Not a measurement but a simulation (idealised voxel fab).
process module | voxel spacer lines
The cross-section shown here is cut; it is 255 nm wide and divided into square cells measuring 5 nm on a side.
Square cells in a grid make up a cross-section in this document, and the grid is given as bands, listed from the top down, each one or more rows of cells.
It is stipulated that each band's entry specify, in nanometres, the height of the top of the band and then that of its bottom, followed by the materials of the band in left-to-right sequence, each together with its width in nanometres. A single material marked by the word "everywhere" is understood to fill the band from edge to edge; the word "air" is understood to denote empty space.
Height datum 0, below which the as-received substrate wafer is one material. Lowest band open at the bottom, running downward: "0 down".
The two numbers in a width such as "30..40" mark its ends across the band: the first belongs to the top row of cells, the second to the bottom row, and from each row to the next the width moves by the same amount.
The cross-section has no changed cell in any step marked "stayed the same".
In "Sealed internal voids" the enclosed voids are listed, meaning empty spaces of 8 cells or larger without any opening to the top. The form is width x height at distance, distance from the left edge, units nm.
after a step's settings: what the simulator itself notes on the step
What "overlay nm" on a step's line means: if the step has a mask, that mask lay this far to the right of its planned place, or, when the value is negative, to the left.
-- Here's what the planned process steps look like
1) RECEIVE with material Si
2) CONFORMAL_DEP with material Al2O3, thk nm 10
3) DIRECTIONAL_DEP with material polySi, thk nm 15
4) DIRECTIONAL_DEP with material aC, thk nm 20
5) PATTERN with tone cover, mask id MANDREL, material resist, width nm 25, pitch nm 70, thk nm 25, overlay nm 0
6) DIRECTIONAL_ETCH with etch materials aC, depth nm 20
7) STRIP with etch materials resist
8) CONFORMAL_DEP with material SiO2, thk nm 10
9) DIRECTIONAL_ETCH with etch materials SiO2, depth nm 10
10) STRIP with etch materials aC
11) DIRECTIONAL_ETCH with etch materials polySi, depth nm 15
12) STRIP with etch materials SiO2
13) FILL_DEP with material lowk, thk nm 10
14) CMP with height nm 25
-- As received (post step 1): cross-section
    0 down: Si everywhere
    Sealed internal voids: none
-- The cross-section shown corresponds to the wafer at the conclusion of the module. The initial structure and the process plan are those presented above; however, one mistake occurred in executing the plan
    25 to 15: lowk: 70  polySi: 10  lowk: 25  polySi: 10  lowk: 25  polySi: 10  lowk: 25  polySi: 10  lowk: 70
    15 to 0: Al2O3 everywhere
    0 down: Si everywhere
    Sealed internal voids: none
What was the processing mistake? not per plan at step 2, really ran CONFORMAL_DEP with material Al2O3, thk nm 15
